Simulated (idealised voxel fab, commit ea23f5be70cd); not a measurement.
This section sets out a process module, namely voxel released beams.
Cross-sectional view cut (width: 235 nm; square cell size: 5 nm).
This document writes a cross-section as a grid whose cells are square, and gives it as bands, listed from the top down; one or more rows of cells form a band. Band entry format. Leading values: height of top, height of bottom, nm. Remainder: materials in left-to-right order, each with its width in nm. Special words: "full width" on a single material, which then fills the band edge to edge; "blank", empty space. We count height from 0. Below that, the starting wafer is all one material. The lowest band never ends at the bottom but goes on down; see "0 -> down" for how that is written. Quick explanation for "30 to 40": the width changes in equal steps down the rows of cells, from the first number in the band's top row to the second number in its bottom row. Basically "remained the same" means that step didn't change any cell in the cross-section. In the "Unvented voids" entry, you get each enclosed empty space of 8 cells or more, one with no open way to the top, written width x height at distance, distance from the left edge, in nm. Where a step's line continues beyond its settings, the continuation is a remark by the simulator itself on that step. overlay nm: mask offset rightward from planned place, masked step; negative means leftward offset.
[Process steps (planned)]
- 1: op RECEIVE | material Si
- 2: op CONFORMAL_DEP | material Al2O3 | thk nm 5
- 3: op DIRECTIONAL_DEP | material SiO2 | thk nm 20
- 4: op MASKED_ETCH | tone open | mask id ANCHOR | width nm 25 | etch materials SiO2 | depth nm 20 | overlay nm 0
- 5: op CONFORMAL_DEP | material W | thk nm 10
- 6: op DIRECTIONAL_DEP | material aC | thk nm 10
- 7: op PATTERN | tone cover | mask id BEAM | material resist | width nm 80 | thk nm 25 | overlay nm 0
- 8: op DIRECTIONAL_ETCH | etch materials aC | depth nm 10
- 9: op STRIP | etch materials resist
- 10: op DIRECTIONAL_ETCH | etch materials W | depth nm 10
- 11: op STRIP | etch materials aC
- 12: op STRIP | etch materials SiO2
[Account of the first of two wafers, which was processed as intended]
[Cross-sectional view of the wafer in its as-received condition, corresponding to the state after step 1]
- 0 -> down  Si full width
- Unvented voids: none
[Wafer after step 2 (cross-section)]
- 5 -> 0  Al2O3 full width
- Everything under 0 stays put, no change at all.
[Wafer after step 3 (cross-section)]
- 25 -> 5  SiO2 full width
- Everything under 5 stays put, no change at all.
[Wafer after step 4 (cross-section)]
- 25 -> 5  SiO2 80 | blank 25 | SiO2 130
- Everything under 5 stays put, no change at all.
[Wafer after step 5 (cross-section)]
- 35 -> 25  W 90 | blank 5 | W 140
- 25 -> 15  SiO2 80 | W 10 | blank 5 | W 10 | SiO2 130
- 15 -> 5  SiO2 80 | W 25 | SiO2 130
- Everything under 5 stays put, no change at all.
[Wafer after step 6 (cross-section)]
- 45 -> 35  aC 90 | blank 5 | aC 140
- 35 -> 25  W 90 | blank 5 | W 140
- 25 -> 15  SiO2 80 | W 10 | aC 5 | W 10 | SiO2 130
- Everything under 15 stays put, no change at all.
[Wafer after step 7 (cross-section)]
- 70 -> 45  blank 75 | resist 80 | blank 80
- 45 -> 35  aC 90 | resist 5 | aC 140
- 35 -> 25  W 90 | resist 5 | W 140
- Everything under 25 stays put, no change at all.
[Wafer after step 8 (cross-section)]
- 60 -> 45  blank 75 | resist 80 | blank 80
- 45 -> 35  blank 75 | aC 15 | resist 5 | aC 60 | blank 80
- Everything under 35 stays put, no change at all.
[Wafer after step 9 (cross-section)]
- 45 -> 35  blank 75 | aC 15 | blank 5 | aC 60 | blank 80
- 35 -> 25  W 90 | blank 5 | W 140
- Everything under 25 stays put, no change at all.
[Wafer after step 10 (cross-section)]
- 45 -> 35  blank 75 | aC 15 | blank 5 | aC 60 | blank 80
- 35 -> 25  blank 75 | W 15 | blank 5 | W 60 | blank 80
- Everything under 25 stays put, no change at all.
[Wafer after step 11 (cross-section)]
- 35 -> 25  blank 75 | W 15 | blank 5 | W 60 | blank 80
- 25 -> 15  SiO2 80 | W 10 | blank 5 | W 10 | SiO2 130
- Everything under 15 stays put, no change at all.
[Wafer after step 12 (cross-section)]
- 35 -> 25  blank 75 | W 15 | blank 5 | W 60 | blank 80
- 25 -> 15  blank 80 | W 10 | blank 5 | W 10 | blank 130
- 15 -> 5  blank 80 | W 25 | blank 130
- Everything under 5 stays put, no change at all.
[What follows concerns the second wafer, which started out like the first and was meant to follow the very same plan; one mistake crept in when it was run, but everything up to and including step 5 is the same as for the first wafer]
[At the planned end of step 6, the second wafer in cross-section]
- 45 -> 35  Al2O3 90 | blank 5 | Al2O3 140
- 35 -> 25  W 90 | blank 5 | W 140
- 25 -> 15  SiO2 80 | W 10 | Al2O3 5 | W 10 | SiO2 130
- Everything under 15 stays put, no change at all.
[At the planned end of step 7, the second wafer in cross-section]
- 70 -> 45  blank 75 | resist 80 | blank 80
- 45 -> 35  Al2O3 90 | resist 5 | Al2O3 140
- 35 -> 25  W 90 | resist 5 | W 140
- Everything under 25 stays put, no change at all.
[At the planned end of step 8, the second wafer in cross-section]
- 60 -> 45  blank 75 | resist 80 | blank 80
- Everything under 45 stays put, no change at all.
[At the planned end of step 9, the second wafer in cross-section]
- 45 -> 35  Al2O3 90 | blank 5 | Al2O3 140
- 35 -> 25  W 90 | blank 5 | W 140
- Everything under 25 stays put, no change at all.
At the planned end of step 10, the second wafer in cross-section: remained the same
At the planned end of step 11, the second wafer in cross-section: remained the same
At the planned end of step 12, the second wafer in cross-section: remained the same
What was done differently from what was planned? so step 6 ended up running with a different setting than we planned, it ran as op DIRECTIONAL_DEP | material Al2O3 | thk nm 10
at the end the second wafer has, in cells: Al2O3: 94 more; SiO2: 168 more; W: 62 more
